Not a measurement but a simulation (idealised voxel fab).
Module name: voxel plated lines (process module)
cross-section cut | 270 nm wide | cells 5 nm
Cross-sections here: square-cell grids, written as top-down lists of bands, a band being one or more rows of cells.
Top height, bottom height, nm. Materials left to right, width each, nm. Single material + "all across" = fills band edge to edge. "blank" = empty.
Heads up on the height convention: 0 is the point under which the incoming wafer is all one material, and the lowest band has no bottom, it just keeps going down, like "z 0 and below".
It should be noted that a width expressed as "30..40" varies in equal increments from row to row of cells within the band, taking the value of the first number at the top row and that of the second number at the bottom row.
Basically "no alteration" means that step didn't change any cell in the cross-section.
"Unvented voids" lists enclosed empty spaces (at least 8 cells, no open path upward to the top), each as width x height at distance from the left edge, in nm.
Where a step's line continues beyond its settings, the continuation is a remark by the simulator itself on that step.
overlay nm, on a step with a mask: how far to the right of its planned place the mask lay; to the left if negative
-- The planned process steps are enumerated hereunder
1 RECEIVE | material Si
2 CONFORMAL_DEP | material Al2O3 | thk nm 15
3 DIRECTIONAL_DEP | material TiN | thk nm 5
4 PATTERN | tone open | mask id LINES | material resist | width nm 15 | pitch nm 35 | thk nm 30 | overlay nm 0
5 EPI | material Ru | thk nm 10
6 EPI | material Ru | thk nm 5
7 STRIP | etch materials resist
8 DIRECTIONAL_ETCH | etch materials TiN | depth nm 5
9 CONFORMAL_DEP | material SiO2 | thk nm 5
-- Cross-section of the wafer upon arrival, representing the state reached after step 1
> z 0 and below  Si all across
> Unvented voids: none
-- As-planned run: cross-section of the first of two wafers at end of module
> z 40 to 35  105 blank / 25 SiO2 / 10 blank / 25 SiO2 / 105 blank
> z 35 to 20  105 blank / 5 SiO2 / 15 Ru / 5 SiO2 / 10 blank / 5 SiO2 / 15 Ru / 5 SiO2 / 105 blank
> z 20 to 15  110 SiO2 / 15 TiN / 20 SiO2 / 15 TiN / 110 SiO2
> z 15 to 0  Al2O3 all across
> z 0 and below  Si all across
> Unvented voids: none
-- Module end: cross-section of wafer two of two. Same start and process plan as the first wafer. One mistake during execution
> z 50 to 45  105 blank / 25 SiO2 / 10 blank / 25 SiO2 / 105 blank
> z 45 to 20  105 blank / 5 SiO2 / 15 Ru / 5 SiO2 / 10 blank / 5 SiO2 / 15 Ru / 5 SiO2 / 105 blank
> z 20 to 15  110 SiO2 / 15 TiN / 20 SiO2 / 15 TiN / 110 SiO2
> z 15 to 0  Al2O3 all across
> z 0 and below  Si all across
> Unvented voids: none
Here's what went sideways: regarding the plan, step 5 was run twice
In the final state, the cell counts of the second wafer exceed or fall short of those of the first for the following materials: +12 Ru, +8 SiO2
